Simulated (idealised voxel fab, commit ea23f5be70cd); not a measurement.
This section sets out a process module, namely voxel capacitor over wiring.
In the cross-section labelled cut, the width is 260 nm and each square cell is 5 nm.
Bands, listed from the top down, are how a cross-section gets written in this document; the cross-section itself is a grid of square cells, and a band is one or more rows of them.
Quick guide to a band line: top height, bottom height (nm) up front; then every material left to right with its width in nm. Only one material and it's marked "everywhere"? Then it fills the band edge to edge. And "empty" just means empty space.
Beneath 0, the wafer as received is one material, and that level is where height counting begins. The lowest band goes on downward without a bottom; it is written like "z 0 and below".
When a width is written as two numbers, as in "30->40", the first number is the width in the top row of cells of the band and the second is the width in its bottom row, and the width changes by the same amount from each row to the next.
Where the words "stayed the same" appear for a step, the cross-section shows no cell changed by that step; every cell remained as before.
Tabulated closed voids: empty space of 8 cells or more with no open way to the top, each as width x height at its distance from the left edge, in nm
Note: text after step settings on the step line = simulator remark on that step.
On any step carrying a mask, the "overlay nm" setting, if present on the step's line, tells how far right of its planned place the mask lay; negative values point to the left.
[Planned process steps]
1) RECEIVE (material Si)
2) CONFORMAL_DEP (material SiO2; thk nm 10)
3) CONFORMAL_DEP (material SiN; thk nm 5)
4) DIRECTIONAL_DEP (material lowk; thk nm 15)
5) PATTERN (tone open; mask id METAL_1; material resist; width nm 30; pitch nm 90; thk nm 15; overlay nm 0)
6) DIRECTIONAL_ETCH (etch materials lowk; depth nm 15)
7) DIRECTIONAL_ETCH (etch materials SiN; depth nm 5)
8) STRIP (etch materials resist)
9) CONFORMAL_DEP (material TiN; thk nm 5)
10) FILL_DEP (material Cu; thk nm 10)
11) CMP (height nm 30)
12) CONFORMAL_DEP (material SiCN; thk nm 5)
13) DIRECTIONAL_DEP (material SiO2; thk nm 10)
14) MASKED_ETCH (tone open; mask id PLUG_1; width nm 15; etch materials SiO2; depth nm 10; overlay nm 0)
15) MASKED_ETCH (tone open; mask id PLUG_1; width nm 15; etch materials SiCN; depth nm 5; overlay nm 0)
16) EPI (material Ru; thk nm 10)
17) EPI (material Ru; thk nm 5)
18) DIRECTIONAL_DEP (material TiN; thk nm 10)
19) DIRECTIONAL_DEP (material HfO2; thk nm 5)
20) DIRECTIONAL_DEP (material TiN; thk nm 5)
21) PATTERN (tone cover; mask id UPPER_PLATE; material resist; width nm 65; thk nm 15; overlay nm 0)
22) DIRECTIONAL_ETCH (etch materials TiN; depth nm 5)
23) DIRECTIONAL_ETCH (etch materials HfO2; depth nm 5)
24) STRIP (etch materials resist)
25) DIRECTIONAL_DEP (material aC; thk nm 15)
26) PATTERN (tone cover; mask id LOWER_PLATE; material resist; width nm 75; thk nm 35; overlay nm 0)
27) DIRECTIONAL_ETCH (etch materials aC; depth nm 15)
28) STRIP (etch materials resist)
29) DIRECTIONAL_ETCH (etch materials TiN; depth nm 10)
30) STRIP (etch materials aC)
31) FILL_DEP (material SiO2; thk nm 15)
32) CMP (height nm 75)
33) PATTERN (tone open; mask id PLUG_2; material resist; width nm 15; thk nm 15; overlay nm 0)
34) DIRECTIONAL_ETCH (etch materials SiO2; depth nm 10)
35) STRIP (etch materials resist)
36) CONFORMAL_DEP (material TiN; thk nm 5)
37) FILL_DEP (material Cu; thk nm 10)
38) CMP (height nm 75)
39) CONFORMAL_DEP (material SiN; thk nm 5)
[Here's what the wafer looked like in cross-section when it arrived - that's after step 1]
  z 0 and below | Si everywhere
  Tabulated closed voids: none
[End-of-module cross-section of the first of two wafers, processed as planned]
  z 80 to 75 | SiN everywhere
  z 75 to 70 | 95 of SiO2; 5 of TiN; 5 of Cu; 5 of TiN; 150 of SiO2
  z 70 to 60 | 95->85 of SiO2; 15->65 of TiN; 150->110 of SiO2
  z 60 to 55 | 85 of SiO2; 65 of HfO2; 110 of SiO2
  z 55 to 45 | 80 of SiO2; 75 of TiN; 105 of SiO2
  z 45 to 35 | 85 of SiO2; 15 of Ru; 160 of SiO2
  z 35 to 30 | 85 of SiCN; 15 of Ru; 160 of SiCN
  z 30 to 15 | 70 of lowk; 5 of TiN; 20 of Cu; 5 of TiN; 60 of lowk; 5 of TiN; 20 of Cu; 5 of TiN; 70 of lowk
  z 15 to 10 | 70 of SiN; 30 of TiN; 60 of SiN; 30 of TiN; 70 of SiN
  z 10 to 0 | SiO2 everywhere
  z 0 and below | Si everywhere
  Tabulated closed voids: none
[Cross-sectional view: second of two wafers, end of module; start and plan identical to the first, one mistake in running]
  z 80 to 75 | SiN everywhere
  z 75 to 70 | 95 of SiO2; 5 of TiN; 5 of Cu; 5 of TiN; 150 of SiO2
  z 70 to 60 | 95->85 of SiO2; 15->65 of TiN; 150->110 of SiO2
  z 60 to 55 | 85 of SiO2; 65 of HfO2; 110 of SiO2
  z 55 to 45 | 80 of SiO2; 75 of TiN; 105 of SiO2
  z 45 to 35 | 85 of SiO2; 15 of Ru; 160 of SiO2
  z 35 to 30 | 85 of SiCN; 15 of Ru; 160 of SiCN
  z 30 to 20 | 70 of lowk; 5 of TiN; 20 of Cu; 5 of TiN; 60 of lowk; 5 of TiN; 20 of Cu; 5 of TiN; 70 of lowk
  z 20 to 15 | 70 of lowk; 30 of TiN; 60 of lowk; 30 of TiN; 70 of lowk
  z 15 to 10 | TiN everywhere
  z 10 to 0 | SiO2 everywhere
  z 0 and below | Si everywhere
  Tabulated closed voids: none
Diagnosis: step 3 did not use the planned setting and instead ran as CONFORMAL_DEP (material TiN; thk nm 5)
Heads up, by the end the second wafer has more or fewer cells of some materials compared to the first: Cu: 8 fewer; SiN: 40 fewer; TiN: 48 more
